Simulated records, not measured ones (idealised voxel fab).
The name of this process module is voxel wiring stack.
The cross-section shown here is cut; it is 285 nm wide and divided into square cells measuring 5 nm on a side.
Just so we're on the same page, the cross-sections are grids of square cells, and they're listed out in bands top to bottom, each band one or more rows deep. The entry gives the band's vertical extent as a top height and a bottom height in nm, then its horizontal make-up as materials from left to right, each with a width in nm. "air" stands for empty space; a single material marked "all across" fills the band edge to edge. Where do heights start? At 0: under that level the wafer as delivered is made of one material only. And the lowest band has no floor; it just carries on downward, as in "z 0 and below". The width entry "30..40" should be interpreted row by row: the top row of cells in the band takes the first number, the bottom row takes the second number, and the change between adjacent rows is uniform throughout. "remains unaltered" (step): cross-section cells unchanged, all of them. Closed-off voids of 8+ cells (no open route to the top) go in "Encapsulated voids", written width x height at distance from the left edge, in nm. What comes after the settings on a step's line is commentary from the simulator itself on that step. The setting "overlay nm" may be written on the line of a step. When the step uses a mask, the value reports how far to the right of the planned place the mask lay, and a negative value reports that it lay to the left.

[The planned process steps are enumerated hereunder]
1) RECEIVE: material Si
2) CONFORMAL_DEP: material SiO2, thk nm 10
3) CONFORMAL_DEP: material SiN, thk nm 5
4) DIRECTIONAL_DEP: material lowk, thk nm 25
5) MASKED_ETCH: tone open, mask id METAL_1, width nm 25, pitch nm 55, etch materials lowk, depth nm 25, overlay nm 0
6) MASKED_ETCH: tone open, mask id METAL_1, width nm 25, pitch nm 55, etch materials SiN, depth nm 5, overlay nm 0
7) CONFORMAL_DEP: material TiN, thk nm 5
8) FILL_DEP: material Cu, thk nm 5
9) CMP: height nm 40
10) CONFORMAL_DEP: material SiCN, thk nm 5
11) DIRECTIONAL_DEP: material SiO2, thk nm 25
12) DIRECTIONAL_DEP: material aC, thk nm 10
13) PATTERN: tone open, mask id METAL_2_HOLES, material resist, width nm 15, thk nm 30, overlay nm 0
14) DIRECTIONAL_ETCH: etch materials aC, depth nm 10
15) STRIP: etch materials resist
16) DIRECTIONAL_ETCH: etch materials SiO2, depth nm 25
17) STRIP: etch materials aC
18) MASKED_ETCH: tone open, mask id METAL_2, width nm 25, pitch nm 55, etch materials SiO2, depth nm 15, overlay nm 0
19) MASKED_ETCH: tone open, mask id METAL_2, width nm 25, pitch nm 55, etch materials SiCN, depth nm 5, overlay nm 0
20) CONFORMAL_DEP: material TiN, thk nm 5
21) FILL_DEP: material Cu, thk nm 5
22) CMP: height nm 70
23) CONFORMAL_DEP: material SiCN, thk nm 5
24) DIRECTIONAL_DEP: material SiO2, thk nm 30
25) MASKED_ETCH: tone open, mask id METAL_3, width nm 25, pitch nm 55, etch materials SiO2, depth nm 20, overlay nm 0
26) DIRECTIONAL_DEP: material aC, thk nm 10
27) PATTERN: tone open, mask id METAL_3_HOLES, material resist, width nm 15, pitch nm 55, thk nm 25, overlay nm 0
28) DIRECTIONAL_ETCH: etch materials aC, depth nm 10
29) STRIP: etch materials resist
30) DIRECTIONAL_ETCH: etch materials SiO2, depth nm 10
31) DIRECTIONAL_ETCH: etch materials SiCN, depth nm 5
32) STRIP: etch materials aC
33) CONFORMAL_DEP: material TiN, thk nm 5
34) FILL_DEP: material Cu, thk nm 5
35) CMP: height nm 105
36) CONFORMAL_DEP: material SiCN, thk nm 5
37) DIRECTIONAL_DEP: material SiO2, thk nm 25
38) PATTERN: tone open, mask id METAL_4_HOLES, material resist, width nm 15, pitch nm 55, thk nm 20, overlay nm 0
39) DIRECTIONAL_ETCH: etch materials SiO2, depth nm 25
40) STRIP: etch materials resist
41) PATTERN: tone open, mask id METAL_4, material resist, width nm 25, pitch nm 55, thk nm 20, overlay nm 0
42) DIRECTIONAL_ETCH: etch materials SiO2, depth nm 15
43) DIRECTIONAL_ETCH: etch materials SiCN, depth nm 5
44) STRIP: etch materials resist
45) CONFORMAL_DEP: material TiN, thk nm 5
46) FILL_DEP: material Cu, thk nm 10
47) CMP: height nm 135
48) CONFORMAL_DEP: material SiN, thk nm 5

[First of the two wafers, run per plan]

[Delivered wafer in cross-section: state after step 1]
  z 0 and below | Si all across
  Encapsulated voids: none

[Wafer xsec, post step 2]
  z 10 to 0 | SiO2 all across
  Everything below 0 is unchanged.

[Wafer xsec, post step 3]
  z 15 to 10 | SiN all across
  Everything below 10 is unchanged.

[Wafer xsec, post step 4]
  z 40 to 15 | lowk all across
  Everything below 15 is unchanged.

[Wafer xsec, post step 5]
  z 40 to 15 | lowk 100, air 25, lowk 30, air 25, lowk 105
  Everything below 15 is unchanged.

[Wafer xsec, post step 6]
  z 40 to 15 | lowk 100, air 25, lowk 30, air 25, lowk 105
  z 15 to 10 | SiN 100, air 25, SiN 30, air 25, SiN 105
  Everything below 10 is unchanged.

[Wafer xsec, post step 7]
  z 45 to 40 | TiN 105, air 15, TiN 40, air 15, TiN 110
  z 40 to 15 | lowk 100, TiN 5, air 15, TiN 5, lowk 30, TiN 5, air 15, TiN 5, lowk 105
  z 15 to 10 | SiN 100, TiN 25, SiN 30, TiN 25, SiN 105
  Everything below 10 is unchanged.

[Wafer xsec, post step 8]
  z 50 to 45 | Cu all across
  z 45 to 40 | TiN 105, Cu 15, TiN 40, Cu 15, TiN 110
  z 40 to 15 | lowk 100, TiN 5, Cu 15, TiN 5, lowk 30, TiN 5, Cu 15, TiN 5, lowk 105
  Everything below 15 is unchanged.

[Wafer xsec, post step 9]
  z 40 to 15 | lowk 100, TiN 5, Cu 15, TiN 5, lowk 30, TiN 5, Cu 15, TiN 5, lowk 105
  Everything below 15 is unchanged.

[Wafer xsec, post step 10]
  z 45 to 40 | SiCN all across
  Everything below 40 is unchanged.

[Wafer xsec, post step 11]
  z 70 to 45 | SiO2 all across
  Everything below 45 is unchanged.

[Wafer xsec, post step 12]
  z 80 to 70 | aC all across
  Everything below 70 is unchanged.

[Wafer xsec, post step 13]
  z 110 to 80 | resist 100, air 15, resist 170
  Everything below 80 is unchanged.

[Wafer xsec, post step 14]
  z 100 to 80 | resist 100, air 15, resist 170
  z 80 to 70 | aC 100, air 15, aC 170
  Everything below 70 is unchanged.

[Wafer xsec, post step 15]
  z 80 to 70 | aC 100, air 15, aC 170
  Everything below 70 is unchanged.

[Wafer xsec, post step 16]
  z 80 to 70 | aC 100, air 15, aC 170
  z 70 to 45 | SiO2 100, air 15, SiO2 170
  Everything below 45 is unchanged.

[Wafer xsec, post step 17]
  z 70 to 45 | SiO2 100, air 15, SiO2 170
  Everything below 45 is unchanged.

[Wafer xsec, post step 18]
  z 70 to 55 | SiO2 100, air 25, SiO2 30, air 25, SiO2 105
  Everything below 55 is unchanged.

[Wafer xsec, post step 19]
  z 70 to 55 | SiO2 100, air 25, SiO2 30, air 25, SiO2 105
  z 55 to 45 | SiO2 100, air 15, SiO2 170
  z 45 to 40 | SiCN 100, air 15, SiCN 170
  Everything below 40 is unchanged.

[Wafer xsec, post step 20]
  z 75 to 70 | TiN 105, air 15, TiN 40, air 15, TiN 110
  z 70 to 60 | SiO2 100, TiN 5, air 15, TiN 5, SiO2 30, TiN 5, air 15, TiN 5, SiO2 105
  z 60 to 55 | SiO2 100, TiN 5, air 5, TiN 15, SiO2 30, TiN 25, SiO2 105
  z 55 to 45 | SiO2 100, TiN 5, air 5, TiN 5, SiO2 170
  z 45 to 40 | SiCN 100, TiN 15, SiCN 170
  Everything below 40 is unchanged.

[Wafer xsec, post step 21]
  z 80 to 75 | Cu all across
  z 75 to 70 | TiN 105, Cu 15, TiN 40, Cu 15, TiN 110
  z 70 to 60 | SiO2 100, TiN 5, Cu 15, TiN 5, SiO2 30, TiN 5, Cu 15, TiN 5, SiO2 105
  z 60 to 55 | SiO2 100, TiN 5, Cu 5, TiN 15, SiO2 30, TiN 25, SiO2 105
  z 55 to 45 | SiO2 100, TiN 5, Cu 5, TiN 5, SiO2 170
  Everything below 45 is unchanged.

[Wafer xsec, post step 22]
  z 70 to 60 | SiO2 100, TiN 5, Cu 15, TiN 5, SiO2 30, TiN 5, Cu 15, TiN 5, SiO2 105
  Everything below 60 is unchanged.

[Wafer xsec, post step 23]
  z 75 to 70 | SiCN all across
  Everything below 70 is unchanged.

[Wafer xsec, post step 24]
  z 105 to 75 | SiO2 all across
  Everything below 75 is unchanged.

[Wafer xsec, post step 25]
  z 105 to 85 | SiO2 100, air 25, SiO2 30, air 25, SiO2 105
  Everything below 85 is unchanged.

[Wafer xsec, post step 26]
  z 115 to 105 | aC 100, air 25, aC 30, air 25, aC 105
  z 105 to 95 | SiO2 100, air 25, SiO2 30, air 25, SiO2 105
  z 95 to 85 | SiO2 100, aC 25, SiO2 30, aC 25, SiO2 105
  Everything below 85 is unchanged.

[Wafer xsec, post step 27]
  z 140 to 115 | resist 100, air 15, resist 40, air 15, resist 115
  z 115 to 105 | aC 100, air 15, resist 10, aC 30, air 15, resist 10, aC 105
  z 105 to 95 | SiO2 100, air 15, resist 10, SiO2 30, air 15, resist 10, SiO2 105
  Everything below 95 is unchanged.

[Wafer xsec, post step 28]
  z 130 to 115 | resist 100, air 15, resist 40, air 15, resist 115
  z 115 to 105 | aC 100, air 15, resist 10, aC 30, air 15, resist 10, aC 105
  z 105 to 95 | SiO2 100, air 15, resist 10, SiO2 30, air 15, resist 10, SiO2 105
  z 95 to 85 | SiO2 100, air 15, aC 10, SiO2 30, air 15, aC 10, SiO2 105
  Everything below 85 is unchanged.

[Wafer xsec, post step 29]
  z 115 to 105 | aC 100, air 25, aC 30, air 25, aC 105
  z 105 to 95 | SiO2 100, air 25, SiO2 30, air 25, SiO2 105
  Everything below 95 is unchanged.

[Wafer xsec, post step 30]
  z 115 to 105 | aC 100, air 25, aC 30, air 25, aC 105
  z 105 to 95 | SiO2 100, air 25, SiO2 30, air 25, SiO2 105
  z 95 to 85 | SiO2 100, air 15, aC 10, SiO2 30, air 15, aC 10, SiO2 105
  z 85 to 75 | SiO2 100, air 15, SiO2 40, air 15, SiO2 115
  Everything below 75 is unchanged.

[Wafer xsec, post step 31]
  z 115 to 105 | aC 100, air 25, aC 30, air 25, aC 105
  z 105 to 95 | SiO2 100, air 25, SiO2 30, air 25, SiO2 105
  z 95 to 85 | SiO2 100, air 15, aC 10, SiO2 30, air 15, aC 10, SiO2 105
  z 85 to 75 | SiO2 100, air 15, SiO2 40, air 15, SiO2 115
  z 75 to 70 | SiCN 100, air 15, SiCN 40, air 15, SiCN 115
  Everything below 70 is unchanged.

[Wafer xsec, post step 32]
  z 105 to 85 | SiO2 100, air 25, SiO2 30, air 25, SiO2 105
  Everything below 85 is unchanged.

[Wafer xsec, post step 33]
  z 110 to 105 | TiN 105, air 15, TiN 40, air 15, TiN 110
  z 105 to 90 | SiO2 100, TiN 5, air 15, TiN 5, SiO2 30, TiN 5, air 15, TiN 5, SiO2 105
  z 90 to 85 | SiO2 100, TiN 5, air 5, TiN 15, SiO2 30, TiN 5, air 5, TiN 15, SiO2 105
  z 85 to 75 | SiO2 100, TiN 5, air 5, TiN 5, SiO2 40, TiN 5, air 5, TiN 5, SiO2 115
  z 75 to 70 | SiCN 100, TiN 15, SiCN 40, TiN 15, SiCN 115
  Everything below 70 is unchanged.

[Wafer xsec, post step 34]
  z 115 to 110 | Cu all across
  z 110 to 105 | TiN 105, Cu 15, TiN 40, Cu 15, TiN 110
  z 105 to 90 | SiO2 100, TiN 5, Cu 15, TiN 5, SiO2 30, TiN 5, Cu 15, TiN 5, SiO2 105
  z 90 to 85 | SiO2 100, TiN 5, Cu 5, TiN 15, SiO2 30, TiN 5, Cu 5, TiN 15, SiO2 105
  z 85 to 75 | SiO2 100, TiN 5, Cu 5, TiN 5, SiO2 40, TiN 5, Cu 5, TiN 5, SiO2 115
  Everything below 75 is unchanged.

[Wafer xsec, post step 35]
  z 105 to 90 | SiO2 100, TiN 5, Cu 15, TiN 5, SiO2 30, TiN 5, Cu 15, TiN 5, SiO2 105
  Everything below 90 is unchanged.

[Wafer xsec, post step 36]
  z 110 to 105 | SiCN all across
  Everything below 105 is unchanged.

[Wafer xsec, post step 37]
  z 135 to 110 | SiO2 all across
  Everything below 110 is unchanged.

[Wafer xsec, post step 38]
  z 155 to 135 | resist 100, air 15, resist 40, air 15, resist 115
  Everything below 135 is unchanged.

[Wafer xsec, post step 39]
  z 155 to 135 | resist 100, air 15, resist 40, air 15, resist 115
  z 135 to 110 | SiO2 100, air 15, SiO2 40, air 15, SiO2 115
  Everything below 110 is unchanged.

[Wafer xsec, post step 40]
  z 135 to 110 | SiO2 100, air 15, SiO2 40, air 15, SiO2 115
  Everything below 110 is unchanged.

[Wafer xsec, post step 41]
  z 155 to 135 | resist 100, air 25, resist 30, air 25, resist 105
  Everything below 135 is unchanged.

[Wafer xsec, post step 42]
  z 155 to 135 | resist 100, air 25, resist 30, air 25, resist 105
  z 135 to 120 | SiO2 100, air 25, SiO2 30, air 25, SiO2 105
  Everything below 120 is unchanged.

[Wafer xsec, post step 43]
  z 155 to 135 | resist 100, air 25, resist 30, air 25, resist 105
  z 135 to 120 | SiO2 100, air 25, SiO2 30, air 25, SiO2 105
  z 120 to 110 | SiO2 100, air 15, SiO2 40, air 15, SiO2 115
  z 110 to 105 | SiCN 100, air 15, SiCN 40, air 15, SiCN 115
  Everything below 105 is unchanged.

[Wafer xsec, post step 44]
  z 135 to 120 | SiO2 100, air 25, SiO2 30, air 25, SiO2 105
  Everything below 120 is unchanged.

[Wafer xsec, post step 45]
  z 140 to 135 | TiN 105, air 15, TiN 40, air 15, TiN 110
  z 135 to 125 | SiO2 100, TiN 5, air 15, TiN 5, SiO2 30, TiN 5, air 15, TiN 5, SiO2 105
  z 125 to 120 | SiO2 100, TiN 5, air 5, TiN 15, SiO2 30, TiN 5, air 5, TiN 15, SiO2 105
  z 120 to 110 | SiO2 100, TiN 5, air 5, TiN 5, SiO2 40, TiN 5, air 5, TiN 5, SiO2 115
  z 110 to 105 | SiCN 100, TiN 15, SiCN 40, TiN 15, SiCN 115
  Everything below 105 is unchanged.

[Wafer xsec, post step 46]
  z 150 to 140 | Cu all across
  z 140 to 135 | TiN 105, Cu 15, TiN 40, Cu 15, TiN 110
  z 135 to 125 | SiO2 100, TiN 5, Cu 15, TiN 5, SiO2 30, TiN 5, Cu 15, TiN 5, SiO2 105
  z 125 to 120 | SiO2 100, TiN 5, Cu 5, TiN 15, SiO2 30, TiN 5, Cu 5, TiN 15, SiO2 105
  z 120 to 110 | SiO2 100, TiN 5, Cu 5, TiN 5, SiO2 40, TiN 5, Cu 5, TiN 5, SiO2 115
  Everything below 110 is unchanged.

[Wafer xsec, post step 47]
  z 135 to 125 | SiO2 100, TiN 5, Cu 15, TiN 5, SiO2 30, TiN 5, Cu 15, TiN 5, SiO2 105
  Everything below 125 is unchanged.

[Wafer xsec, post step 48]
  z 140 to 135 | SiN all across
  Everything below 135 is unchanged.

[The Second Wafer: Common Origin and Plan, One Mistake in Execution, Identical to the First Through Step 10]

[Second wafer, cut view, end of step 11 per plan]
  z 95 to 45 | SiO2 all across
  Everything below 45 is unchanged.

[Second wafer, cut view, end of step 12 per plan]
  z 105 to 95 | aC all across
  Everything below 95 is unchanged.

[Second wafer, cut view, end of step 13 per plan]
  z 135 to 105 | resist 100, air 15, resist 170
  Everything below 105 is unchanged.

[Second wafer, cut view, end of step 14 per plan]
  z 125 to 105 | resist 100, air 15, resist 170
  z 105 to 95 | aC 100, air 15, aC 170
  Everything below 95 is unchanged.

[Second wafer, cut view, end of step 15 per plan]
  z 105 to 95 | aC 100, air 15, aC 170
  Everything below 95 is unchanged.

[Second wafer, cut view, end of step 16 per plan]
  z 105 to 95 | aC 100, air 15, aC 170
  z 95 to 70 | SiO2 100, air 15, SiO2 170
  Everything below 70 is unchanged.

[Second wafer, cut view, end of step 17 per plan]
  z 95 to 70 | SiO2 100, air 15, SiO2 170
  Everything below 70 is unchanged.

[Second wafer, cut view, end of step 18 per plan]
  z 95 to 80 | SiO2 100, air 25, SiO2 30, air 25, SiO2 105
  z 80 to 55 | SiO2 100, air 15, SiO2 170
  Everything below 55 is unchanged.

Second wafer, cut view, end of step 19 per plan: remains unaltered

[Second wafer, cut view, end of step 20 per plan]
  z 100 to 95 | TiN 105, air 15, TiN 40, air 15, TiN 110
  z 95 to 85 | SiO2 100, TiN 5, air 15, TiN 5, SiO2 30, TiN 5, air 15, TiN 5, SiO2 105
  z 85 to 80 | SiO2 100, TiN 5, air 5, TiN 15, SiO2 30, TiN 25, SiO2 105
  z 80 to 60 | SiO2 100, TiN 5, air 5, TiN 5, SiO2 170
  z 60 to 55 | SiO2 100, TiN 15, SiO2 170
  Everything below 55 is unchanged.

[Second wafer, cut view, end of step 21 per plan]
  z 105 to 100 | Cu all across
  z 100 to 95 | TiN 105, Cu 15, TiN 40, Cu 15, TiN 110
  z 95 to 85 | SiO2 100, TiN 5, Cu 15, TiN 5, SiO2 30, TiN 5, Cu 15, TiN 5, SiO2 105
  z 85 to 80 | SiO2 100, TiN 5, Cu 5, TiN 15, SiO2 30, TiN 25, SiO2 105
  z 80 to 60 | SiO2 100, TiN 5, Cu 5, TiN 5, SiO2 170
  Everything below 60 is unchanged.

[Second wafer, cut view, end of step 22 per plan]
  z 70 to 60 | SiO2 100, TiN 5, Cu 5, TiN 5, SiO2 170
  Everything below 60 is unchanged.

[Second wafer, cut view, end of step 23 per plan]
  z 75 to 70 | SiCN all across
  Everything below 70 is unchanged.

[Second wafer, cut view, end of step 24 per plan]
  z 105 to 75 | SiO2 all across
  Everything below 75 is unchanged.

[Second wafer, cut view, end of step 25 per plan]
  z 105 to 85 | SiO2 100, air 25, SiO2 30, air 25, SiO2 105
  Everything below 85 is unchanged.

[Second wafer, cut view, end of step 26 per plan]
  z 115 to 105 | aC 100, air 25, aC 30, air 25, aC 105
  z 105 to 95 | SiO2 100, air 25, SiO2 30, air 25, SiO2 105
  z 95 to 85 | SiO2 100, aC 25, SiO2 30, aC 25, SiO2 105
  Everything below 85 is unchanged.

[Second wafer, cut view, end of step 27 per plan]
  z 140 to 115 | resist 100, air 15, resist 40, air 15, resist 115
  z 115 to 105 | aC 100, air 15, resist 10, aC 30, air 15, resist 10, aC 105
  z 105 to 95 | SiO2 100, air 15, resist 10, SiO2 30, air 15, resist 10, SiO2 105
  Everything below 95 is unchanged.

[Second wafer, cut view, end of step 28 per plan]
  z 130 to 115 | resist 100, air 15, resist 40, air 15, resist 115
  z 115 to 105 | aC 100, air 15, resist 10, aC 30, air 15, resist 10, aC 105
  z 105 to 95 | SiO2 100, air 15, resist 10, SiO2 30, air 15, resist 10, SiO2 105
  z 95 to 85 | SiO2 100, air 15, aC 10, SiO2 30, air 15, aC 10, SiO2 105
  Everything below 85 is unchanged.

[Second wafer, cut view, end of step 29 per plan]
  z 115 to 105 | aC 100, air 25, aC 30, air 25, aC 105
  z 105 to 95 | SiO2 100, air 25, SiO2 30, air 25, SiO2 105
  Everything below 95 is unchanged.

[Second wafer, cut view, end of step 30 per plan]
  z 115 to 105 | aC 100, air 25, aC 30, air 25, aC 105
  z 105 to 95 | SiO2 100, air 25, SiO2 30, air 25, SiO2 105
  z 95 to 85 | SiO2 100, air 15, aC 10, SiO2 30, air 15, aC 10, SiO2 105
  z 85 to 75 | SiO2 100, air 15, SiO2 40, air 15, SiO2 115
  Everything below 75 is unchanged.

[Second wafer, cut view, end of step 31 per plan]
  z 115 to 105 | aC 100, air 25, aC 30, air 25, aC 105
  z 105 to 95 | SiO2 100, air 25, SiO2 30, air 25, SiO2 105
  z 95 to 85 | SiO2 100, air 15, aC 10, SiO2 30, air 15, aC 10, SiO2 105
  z 85 to 75 | SiO2 100, air 15, SiO2 40, air 15, SiO2 115
  z 75 to 70 | SiCN 100, air 15, SiCN 40, air 15, SiCN 115
  Everything below 70 is unchanged.

[Second wafer, cut view, end of step 32 per plan]
  z 105 to 85 | SiO2 100, air 25, SiO2 30, air 25, SiO2 105
  Everything below 85 is unchanged.

[Second wafer, cut view, end of step 33 per plan]
  z 110 to 105 | TiN 105, air 15, TiN 40, air 15, TiN 110
  z 105 to 90 | SiO2 100, TiN 5, air 15, TiN 5, SiO2 30, TiN 5, air 15, TiN 5, SiO2 105
  z 90 to 85 | SiO2 100, TiN 5, air 5, TiN 15, SiO2 30, TiN 5, air 5, TiN 15, SiO2 105
  z 85 to 75 | SiO2 100, TiN 5, air 5, TiN 5, SiO2 40, TiN 5, air 5, TiN 5, SiO2 115
  z 75 to 70 | SiCN 100, TiN 15, SiCN 40, TiN 15, SiCN 115
  Everything below 70 is unchanged.

[Second wafer, cut view, end of step 34 per plan]
  z 115 to 110 | Cu all across
  z 110 to 105 | TiN 105, Cu 15, TiN 40, Cu 15, TiN 110
  z 105 to 90 | SiO2 100, TiN 5, Cu 15, TiN 5, SiO2 30, TiN 5, Cu 15, TiN 5, SiO2 105
  z 90 to 85 | SiO2 100, TiN 5, Cu 5, TiN 15, SiO2 30, TiN 5, Cu 5, TiN 15, SiO2 105
  z 85 to 75 | SiO2 100, TiN 5, Cu 5, TiN 5, SiO2 40, TiN 5, Cu 5, TiN 5, SiO2 115
  Everything below 75 is unchanged.

[Second wafer, cut view, end of step 35 per plan]
  z 105 to 90 | SiO2 100, TiN 5, Cu 15, TiN 5, SiO2 30, TiN 5, Cu 15, TiN 5, SiO2 105
  Everything below 90 is unchanged.

[Second wafer, cut view, end of step 36 per plan]
  z 110 to 105 | SiCN all across
  Everything below 105 is unchanged.

[Second wafer, cut view, end of step 37 per plan]
  z 135 to 110 | SiO2 all across
  Everything below 110 is unchanged.

[Second wafer, cut view, end of step 38 per plan]
  z 155 to 135 | resist 100, air 15, resist 40, air 15, resist 115
  Everything below 135 is unchanged.

[Second wafer, cut view, end of step 39 per plan]
  z 155 to 135 | resist 100, air 15, resist 40, air 15, resist 115
  z 135 to 110 | SiO2 100, air 15, SiO2 40, air 15, SiO2 115
  Everything below 110 is unchanged.

[Second wafer, cut view, end of step 40 per plan]
  z 135 to 110 | SiO2 100, air 15, SiO2 40, air 15, SiO2 115
  Everything below 110 is unchanged.

[Second wafer, cut view, end of step 41 per plan]
  z 155 to 135 | resist 100, air 25, resist 30, air 25, resist 105
  Everything below 135 is unchanged.

[Second wafer, cut view, end of step 42 per plan]
  z 155 to 135 | resist 100, air 25, resist 30, air 25, resist 105
  z 135 to 120 | SiO2 100, air 25, SiO2 30, air 25, SiO2 105
  Everything below 120 is unchanged.

[Second wafer, cut view, end of step 43 per plan]
  z 155 to 135 | resist 100, air 25, resist 30, air 25, resist 105
  z 135 to 120 | SiO2 100, air 25, SiO2 30, air 25, SiO2 105
  z 120 to 110 | SiO2 100, air 15, SiO2 40, air 15, SiO2 115
  z 110 to 105 | SiCN 100, air 15, SiCN 40, air 15, SiCN 115
  Everything below 105 is unchanged.

[Second wafer, cut view, end of step 44 per plan]
  z 135 to 120 | SiO2 100, air 25, SiO2 30, air 25, SiO2 105
  Everything below 120 is unchanged.

[Second wafer, cut view, end of step 45 per plan]
  z 140 to 135 | TiN 105, air 15, TiN 40, air 15, TiN 110
  z 135 to 125 | SiO2 100, TiN 5, air 15, TiN 5, SiO2 30, TiN 5, air 15, TiN 5, SiO2 105
  z 125 to 120 | SiO2 100, TiN 5, air 5, TiN 15, SiO2 30, TiN 5, air 5, TiN 15, SiO2 105
  z 120 to 110 | SiO2 100, TiN 5, air 5, TiN 5, SiO2 40, TiN 5, air 5, TiN 5, SiO2 115
  z 110 to 105 | SiCN 100, TiN 15, SiCN 40, TiN 15, SiCN 115
  Everything below 105 is unchanged.

[Second wafer, cut view, end of step 46 per plan]
  z 150 to 140 | Cu all across
  z 140 to 135 | TiN 105, Cu 15, TiN 40, Cu 15, TiN 110
  z 135 to 125 | SiO2 100, TiN 5, Cu 15, TiN 5, SiO2 30, TiN 5, Cu 15, TiN 5, SiO2 105
  z 125 to 120 | SiO2 100, TiN 5, Cu 5, TiN 15, SiO2 30, TiN 5, Cu 5, TiN 15, SiO2 105
  z 120 to 110 | SiO2 100, TiN 5, Cu 5, TiN 5, SiO2 40, TiN 5, Cu 5, TiN 5, SiO2 115
  Everything below 110 is unchanged.

[Second wafer, cut view, end of step 47 per plan]
  z 135 to 125 | SiO2 100, TiN 5, Cu 15, TiN 5, SiO2 30, TiN 5, Cu 15, TiN 5, SiO2 105
  Everything below 125 is unchanged.

[Second wafer, cut view, end of step 48 per plan]
  z 140 to 135 | SiN all across
  Everything below 135 is unchanged.
Diagnosis: the plan's step 11 ran twice
Heads up, by the end the second wafer has more or fewer cells of some materials compared to the first: Cu -13, SiCN +3, SiO2 +27, TiN -17
